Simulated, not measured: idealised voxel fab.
The process module that follows is named voxel capacitor over wiring.
FYI the section here is cut, 155 nm wide, cells are 5 nm squares.
When this document writes out a cross-section, it uses a grid of square cells and lists it as bands, beginning at the top and moving down, with a band standing for one or more rows of cells.
Heads up on the band format: heights come first, top then bottom, in nm. After that it's the materials left to right, each with its width in nm. A single material flagged "full width" fills the whole band edge to edge, and "empty" means there's empty space there.
Heights are expressed relative to 0, this being the level below which the as-received wafer comprises one material exclusively. The lowest band is unbounded in the downward direction and is denoted as in "0 and below".
You'd read "30 to 40" like this: the band's top row of cells is as wide as the first number, its bottom row is as wide as the second, and going down, every row changes width by the same amount as the row before did.
Key: "everything unchanged" - step with no changed cell in the cross-section.
Empty spaces without an open route to the top, at least 8 cells in extent, make up the entry "Closed void list"; each is given as width x height at distance, where the distance is measured from the left edge, and all are in nm.
Formally, on a step line, whatever follows the settings is a remark that the simulator itself makes on the step.
overlay nm: step with mask; distance mask lay right of planned place; negative value = left of planned place.
Set out below are the planned steps of the process
step 1: RECEIVE,material Si
step 2: CONFORMAL_DEP,material SiO2,thk nm 15
step 3: CONFORMAL_DEP,material SiN,thk nm 5
step 4: DIRECTIONAL_DEP,material SiO2,thk nm 25
step 5: DIRECTIONAL_DEP,material aC,thk nm 15
step 6: PATTERN,tone open,mask id METAL_1,material resist,width nm 30,pitch nm 80,thk nm 35,overlay nm 0
step 7: DIRECTIONAL_ETCH,etch materials aC,depth nm 15
step 8: STRIP,etch materials resist
step 9: DIRECTIONAL_ETCH,etch materials SiO2,depth nm 25
step 10: DIRECTIONAL_ETCH,etch materials SiN,depth nm 5
step 11: STRIP,etch materials aC
step 12: CONFORMAL_DEP,material TiN,thk nm 5
step 13: FILL_DEP,material Ru,thk nm 5
step 14: CMP,height nm 45
step 15: CONFORMAL_DEP,material SiCN,thk nm 5
step 16: DIRECTIONAL_DEP,material lowk,thk nm 15
step 17: MASKED_ETCH,tone open,mask id PLUG_1,width nm 15,etch materials lowk,depth nm 15,overlay nm 0
step 18: MASKED_ETCH,tone open,mask id PLUG_1,width nm 15,etch materials SiCN,depth nm 5,overlay nm 0
step 19: EPI,material Ru,thk nm 10
step 20: EPI,material Ru,thk nm 10
step 21: DIRECTIONAL_DEP,material TiN,thk nm 10
step 22: DIRECTIONAL_DEP,material HfO2,thk nm 5
step 23: DIRECTIONAL_DEP,material TiN,thk nm 10
step 24: DIRECTIONAL_DEP,material aC,thk nm 15
step 25: PATTERN,tone cover,mask id UPPER_PLATE,material resist,width nm 55,thk nm 30,overlay nm 0
step 26: DIRECTIONAL_ETCH,etch materials aC,depth nm 15
step 27: STRIP,etch materials resist
step 28: DIRECTIONAL_ETCH,etch materials TiN,depth nm 10
step 29: DIRECTIONAL_ETCH,etch materials HfO2,depth nm 5
step 30: STRIP,etch materials aC
step 31: DIRECTIONAL_DEP,material aC,thk nm 10
step 32: PATTERN,tone cover,mask id LOWER_PLATE,material resist,width nm 65,thk nm 30,overlay nm 0
step 33: DIRECTIONAL_ETCH,etch materials aC,depth nm 10
step 34: STRIP,etch materials resist
step 35: DIRECTIONAL_ETCH,etch materials TiN,depth nm 10
step 36: STRIP,etch materials aC
step 37: FILL_DEP,material SiO2,thk nm 20
step 38: CMP,height nm 105
step 39: MASKED_ETCH,tone open,mask id PLUG_2,width nm 15,etch materials SiO2,depth nm 15,overlay nm 0
step 40: CONFORMAL_DEP,material TiN,thk nm 5
step 41: FILL_DEP,material Ru,thk nm 10
step 42: CMP,height nm 105
step 43: CONFORMAL_DEP,material SiCN,thk nm 5
Incoming wafer in cross-section (state: after step 1)
> 0 and below | Si full width
> Closed void list: none
Cross-section: first of two wafers, module finished, run according to plan
> 110 down to 105 | SiCN full width
> 105 down to 95 | SiO2: 45 | TiN: 5 | Ru: 5 | TiN: 5 | SiO2: 95
> 95 down to 90 | SiO2: 45 | TiN: 15 | SiO2: 95
> 90 down to 80 | SiO2: 35 | TiN: 55 | SiO2: 65
> 80 down to 75 | SiO2: 35 | HfO2: 55 | SiO2: 65
> 75 down to 65 | SiO2: 30 | TiN: 65 | SiO2: 60
> 65 down to 50 | lowk: 35 | Ru: 15 | lowk: 105
> 50 down to 45 | SiCN: 35 | Ru: 15 | SiCN: 105
> 45 down to 20 | SiO2: 20 | TiN: 5 | Ru: 20 | TiN: 5 | SiO2: 50 | TiN: 5 | Ru: 20 | TiN: 5 | SiO2: 25
> 20 down to 15 | SiN: 20 | TiN: 30 | SiN: 50 | TiN: 30 | SiN: 25
> 15 down to 0 | SiO2 full width
> 0 and below | Si full width
> Closed void list: none
Cross-sectional image of the second wafer of the two following completion of the module. Starting state and process plan were the same as for the first wafer; one execution error occurred
> 110 down to 105 | SiCN full width
> 105 down to 95 | SiO2: 40 | TiN: 5 | Ru: 15 | TiN: 5 | SiO2: 90
> 95 down to 90 | SiO2: 40 | TiN: 25 | SiO2: 90
> 90 down to 80 | SiO2: 35 | TiN: 55 | SiO2: 65
> 80 down to 75 | SiO2: 35 | HfO2: 55 | SiO2: 65
> 75 down to 65 | SiO2: 30 | TiN: 65 | SiO2: 60
> 65 down to 50 | lowk: 35 | Ru: 15 | lowk: 105
> 50 down to 45 | SiCN: 35 | Ru: 15 | SiCN: 105
> 45 down to 20 | SiO2: 20 | TiN: 5 | Ru: 20 | TiN: 5 | SiO2: 50 | TiN: 5 | Ru: 20 | TiN: 5 | SiO2: 25
> 20 down to 15 | SiN: 20 | TiN: 30 | SiN: 50 | TiN: 30 | SiN: 25
> 15 down to 0 | SiO2 full width
> 0 and below | Si full width
> Closed void list: none
Deviation from plan: step 39 ran as: MASKED_ETCH,tone open,mask id PLUG_2,width nm 25,etch materials SiO2,depth nm 15,overlay nm 0
Wafer comparison, final, in cells, second relative to first, materials more or fewer: 4 more of Ru, 6 fewer of SiO2, 2 more of TiN
